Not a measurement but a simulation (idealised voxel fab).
process module | voxel released beams
Each square cell in cross-section cut measures 5 nm, and the section as a whole is 235 nm wide.
Cross-sections here: square-cell grids, written as top-down lists of bands, a band being one or more rows of cells.
Look at the band entry: it leads with the top's height and the bottom's height in nm. Then it lists the materials left to right, with a width in nm for each. The word "edge to edge" on a single material says that material fills the band edge to edge. The word "empty" is empty space.
Where do heights start? At 0: under that level the wafer as delivered is made of one material only. And the lowest band has no floor; it just carries on downward, as in "top 0, no bottom".
A width given as "30->40" starts at the first number in the band's top row and ends at the second number in its bottom row, shifting by an equal amount at every step from row to row.
"nothing got changed" -> step changed no cross-section cell.
The list in "Enclosed empty spaces" covers empty spaces of 8 cells or more that cannot reach the top through any open way, and it gives each as width x height at distance; the distance is from the left edge, and width, height and distance are in nm.
Whatever follows a step's settings on its line is a remark the simulator itself makes about that step.
Regarding "overlay nm": on a step with a mask, it is the distance the mask lay to the right of its planned place; a negative value places it to the left.
# So here's the lineup of process steps we planned
1) RECEIVE [material Si]
2) CONFORMAL_DEP [material Al2O3] [thk nm 5]
3) DIRECTIONAL_DEP [material SiO2] [thk nm 10]
4) DIRECTIONAL_DEP [material aC] [thk nm 10]
5) PATTERN [tone open] [mask id ANCHOR] [material resist] [width nm 35] [thk nm 30] [overlay nm 0]
6) DIRECTIONAL_ETCH [etch materials aC] [depth nm 10]
7) STRIP [etch materials resist]
8) DIRECTIONAL_ETCH [etch materials SiO2] [depth nm 10]
9) STRIP [etch materials aC]
10) CONFORMAL_DEP [material SiN] [thk nm 15]
11) PATTERN [tone cover] [mask id BEAM] [material resist] [width nm 120] [thk nm 15] [overlay nm 0]
12) DIRECTIONAL_ETCH [etch materials SiN] [depth nm 5]
13) STRIP [etch materials resist]
14) STRIP [etch materials SiO2]
Quick note for whoever runs this: the wafers start identical, but the depth nm at step 12 isn't the same across them. The plan just shows what the first wafer had.
# After step 1, as received: first of several wafers, cross-section
- top 0, no bottom = Si edge to edge
- Enclosed empty spaces: none
# Here's the first of several wafers in cross-section, end of the module, after the last step, step 14
- top 30, bottom 25 = empty (55) | SiN (20) | empty (5) | SiN (95) | empty (60)
- top 25, bottom 20 = SiN (75) | empty (5) | SiN (155)
- top 20, bottom 15 = SiN edge to edge
- top 15, bottom 5 = SiO2 (60) | SiN (35) | SiO2 (140)
- top 5, bottom 0 = Al2O3 edge to edge
- top 0, no bottom = Si edge to edge
- Enclosed empty spaces: none
# End of module: cross-section, last of several wafers
- top 30, bottom 20 = empty (55) | SiN (20) | empty (5) | SiN (95) | empty (60)
- top 20, bottom 15 = empty (55) | SiN (120) | empty (60)
- top 15, bottom 5 = empty (60) | SiN (35) | empty (140)
- top 5, bottom 0 = Al2O3 edge to edge
- top 0, no bottom = Si edge to edge
- Enclosed empty spaces: none
# The following table contains a row per wafer, in which are reported, at the conclusion of the module, the cells of each material gained (+) or lost (-) since the wafer's receipt, with its closed voids given thereafter
depth nm 5 | +47 Al2O3 | +130 SiN | +80 SiO2 | Enclosed empty spaces: none
depth nm 10 | +47 Al2O3 | +107 SiN | +80 SiO2 | Enclosed empty spaces: none
depth nm 15 | +47 Al2O3 | +84 SiN | Enclosed empty spaces: none
depth nm 20 | +47 Al2O3 | +84 SiN | Enclosed empty spaces: none
depth nm 25 | +47 Al2O3 | +84 SiN | Enclosed empty spaces: none
depth nm 30 | +47 Al2O3 | +84 SiN | Enclosed empty spaces: none
